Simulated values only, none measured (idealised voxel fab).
The following process module bears the name voxel lift off.
290 nm wide, 5 nm square cells: that's cross-section cut.
How to read a cross-section here: the picture is a grid of square cells, written as bands going from the top down, and any band can span one or more rows of cells. It is stipulated that each band's entry specify, in nanometres, the height of the top of the band and then that of its bottom, followed by the materials of the band in left-to-right sequence, each together with its width in nanometres. A single material marked by the word "full width" is understood to fill the band from edge to edge; the word "empty" is understood to denote empty space. Height 0 is the level under which the wafer as received is all one material. The lowest band goes on downwards, as in "from 0 down". A two-number width, for instance "30 to 40", indicates that the width is equal to the first number in the top row of the band and to the second number in the bottom row, and that it changes by a constant amount per row of cells. "nothing was modified" (step): cross-section cells unchanged, all of them. Listed in "Unvented voids": every empty space of 8 or more cells without an open way to the top. Form: width x height at distance, the distance being from the left edge, all in nm. Read whatever lies past the settings on a step's line as the simulator's own remark about the step. overlay nm: how far to the right of its planned place the mask lay on this masked step (negative: to the left).

Steps in the process plan:
1. RECEIVE, material Si
2. CONFORMAL_DEP, material SiN, thk nm 15
3. PATTERN, tone open, mask id LINES, material resist, width nm 15, pitch nm 35, thk nm 15, overlay nm 0
4. DIRECTIONAL_DEP, material Ru, thk nm 5
5. STRIP, etch materials resist
6. CONFORMAL_DEP, material SiCN, thk nm 10

Wafer at receipt (post step 1), cross-section:
	from 0 down | Si full width
	Unvented voids: none

Post-module cross-section of the first of two wafers (run per plan):
	from 30 to 25 | empty 75, then SiCN 140, then empty 75
	from 25 to 20 | SiCN full width
	from 20 to 15 | SiCN 85, then Ru 15, then SiCN 20, then Ru 15, then SiCN 20, then Ru 15, then SiCN 20, then Ru 15, then SiCN 85
	from 15 to 0 | SiN full width
	from 0 down | Si full width
	Unvented voids: none

Module end: cross-section of wafer two of two. Same start and process plan as the first wafer. One mistake during execution:
	from 45 to 40 | empty 75, then SiCN 140, then empty 75
	from 40 to 35 | SiCN full width
	from 35 to 30 | SiCN 85, then Ru 15, then SiCN 20, then Ru 15, then SiCN 20, then Ru 15, then SiCN 20, then Ru 15, then SiCN 85
	from 30 to 0 | SiN full width
	from 0 down | Si full width
	Unvented voids: none
What broke from the plan during processing? in the plan, step 2 was performed twice
Upon completion, the second wafer contains, in terms of cells, a greater or smaller amount of certain materials than the first wafer: +174 SiN
